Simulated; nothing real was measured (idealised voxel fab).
Process module in this document: voxel gate over fins
The cross-section shown here is cut; it is 240 nm wide and divided into square cells measuring 5 nm on a side.
If you're reading a cross-section in this doc, picture square cells in a grid; it comes to you as bands, top ones listed first down to the bottom, and a band can be one or more rows of cells. Per band: top height and bottom height in nm, followed by the left-to-right materials and their widths in nm; "edge to edge" marks a single material spanning edge to edge, "empty" marks empty space. All heights in this document are referenced to 0, defined as the level beneath which the wafer, as received, consists entirely of one material. The lowest band is not bounded below; it extends indefinitely downward and is written in the form "0..down". Note: "30 to 40" means the width goes from the first number (top row of the band) to the second number (bottom row) in equal steps per row of cells. "identical to before" for a step: no cell of the cross-section changed in that step. The entry titled "Sealed internal cavities" provides the empty spaces that have no open way to the top, restricted to those of 8 cells or more. Each is presented as width x height at distance, the distance being measured from the left edge, with all three in nm. Heads up: the bit after the settings on a step's line is the simulator's remark on that step. overlay nm: mask offset rightward from planned place, masked step; negative means leftward offset.

## Planned step list for the process
1: op RECEIVE | material Si
2: op CONFORMAL_DEP | material SiN | thk nm 5
3: op PATTERN | tone cover | mask id FINS | material resist | width nm 15 | pitch nm 60 | thk nm 20 | overlay nm 0
4: op DIRECTIONAL_ETCH | etch materials SiN | depth nm 5
5: op DIRECTIONAL_ETCH | etch materials Si | depth nm 40
6: op STRIP | etch materials resist
7: op FILL_DEP | material SiO2 | thk nm 10
8: op CMP | height nm 5
9: op MASKED_ETCH | tone open | mask id RAIL | width nm 15 | etch materials SiO2 | depth nm 40 | overlay nm 0
10: op CONFORMAL_DEP | material TiN | thk nm 5
11: op FILL_DEP | material W | thk nm 10
12: op CMP | height nm 5
13: op SELECTIVE_ETCH | etch materials W Ru TiN | depth nm 30
14: op FILL_DEP | material SiO2 | thk nm 5
15: op CMP | height nm 5
16: op SELECTIVE_ETCH | etch materials SiO2 | depth nm 20
17: op STRIP | etch materials SiN
18: op CONFORMAL_DEP | material HfO2 | thk nm 5
19: op CONFORMAL_DEP | material TiN | thk nm 5
20: op FILL_DEP | material W | thk nm 10
21: op CMP | height nm 15
22: op CONFORMAL_DEP | material SiN | thk nm 10

## Shown in cross-section is the wafer as received, that is, as it stands after step 1
0..down  Si edge to edge
Sealed internal cavities: none

## The first of two wafers, cross-sectioned at the end of the module, with the run proceeding as planned
25..15  SiN edge to edge
15..10  W edge to edge
10..5  W=10  TiN=35  W=25  TiN=35  W=25  TiN=35  W=25  TiN=35  W=15
5..0  W=10  TiN=5  HfO2=25  TiN=5  W=25  TiN=5  HfO2=25  TiN=5  W=25  TiN=5  HfO2=25  TiN=5  W=25  TiN=5  HfO2=25  TiN=5  W=15
0..-5  W=10  TiN=5  HfO2=5  Si=15  HfO2=5  TiN=5  W=25  TiN=5  HfO2=5  Si=15  HfO2=5  TiN=5  W=25  TiN=5  HfO2=5  Si=15  HfO2=5  TiN=5  W=25  TiN=5  HfO2=5  Si=15  HfO2=5  TiN=5  W=15
-5..-10  TiN=15  HfO2=5  Si=15  HfO2=5  TiN=35  HfO2=5  Si=15  HfO2=5  TiN=35  HfO2=5  Si=15  HfO2=5  TiN=35  HfO2=5  Si=15  HfO2=5  TiN=20
-10..-15  HfO2=20  Si=15  HfO2=45  Si=15  HfO2=45  Si=15  HfO2=45  Si=15  HfO2=25
-15..-25  SiO2=20  Si=15  SiO2=45  Si=15  SiO2=45  Si=15  SiO2=45  Si=15  SiO2=25
-25..-30  SiO2=20  Si=15  SiO2=15  TiN=5  W=5  TiN=5  SiO2=15  Si=15  SiO2=45  Si=15  SiO2=45  Si=15  SiO2=25
-30..-35  SiO2=20  Si=15  SiO2=15  TiN=15  SiO2=15  Si=15  SiO2=45  Si=15  SiO2=45  Si=15  SiO2=25
-35..-40  SiO2=20  Si=15  SiO2=45  Si=15  SiO2=45  Si=15  SiO2=45  Si=15  SiO2=25
-40..down  Si edge to edge
Sealed internal cavities: none

## Second of two wafers, module complete, sectioned: it shares the first wafer's start and plan but was run with one mistake
30..15  SiN edge to edge
15..10  W edge to edge
10..5  W=10  TiN=35  W=25  TiN=35  W=25  TiN=35  W=25  TiN=35  W=15
5..0  W=10  TiN=5  HfO2=25  TiN=5  W=25  TiN=5  HfO2=25  TiN=5  W=25  TiN=5  HfO2=25  TiN=5  W=25  TiN=5  HfO2=25  TiN=5  W=15
0..-5  W=10  TiN=5  HfO2=5  Si=15  HfO2=5  TiN=5  W=25  TiN=5  HfO2=5  Si=15  HfO2=5  TiN=5  W=25  TiN=5  HfO2=5  Si=15  HfO2=5  TiN=5  W=25  TiN=5  HfO2=5  Si=15  HfO2=5  TiN=5  W=15
-5..-10  TiN=15  HfO2=5  Si=15  HfO2=5  TiN=35  HfO2=5  Si=15  HfO2=5  TiN=35  HfO2=5  Si=15  HfO2=5  TiN=35  HfO2=5  Si=15  HfO2=5  TiN=20
-10..-15  HfO2=20  Si=15  HfO2=45  Si=15  HfO2=45  Si=15  HfO2=45  Si=15  HfO2=25
-15..-25  SiO2=20  Si=15  SiO2=45  Si=15  SiO2=45  Si=15  SiO2=45  Si=15  SiO2=25
-25..-30  SiO2=20  Si=15  SiO2=15  TiN=5  W=5  TiN=5  SiO2=15  Si=15  SiO2=45  Si=15  SiO2=45  Si=15  SiO2=25
-30..-35  SiO2=20  Si=15  SiO2=15  TiN=15  SiO2=15  Si=15  SiO2=45  Si=15  SiO2=45  Si=15  SiO2=25
-35..-40  SiO2=20  Si=15  SiO2=45  Si=15  SiO2=45  Si=15  SiO2=45  Si=15  SiO2=25
-40..down  Si edge to edge
Sealed internal cavities: none
The mistake made against the process plan was this: planned and actual differ for step 22; actual: op CONFORMAL_DEP | material SiN | thk nm 15
Wafer comparison, final, in cells, second relative to first, materials more or fewer: +48 SiN
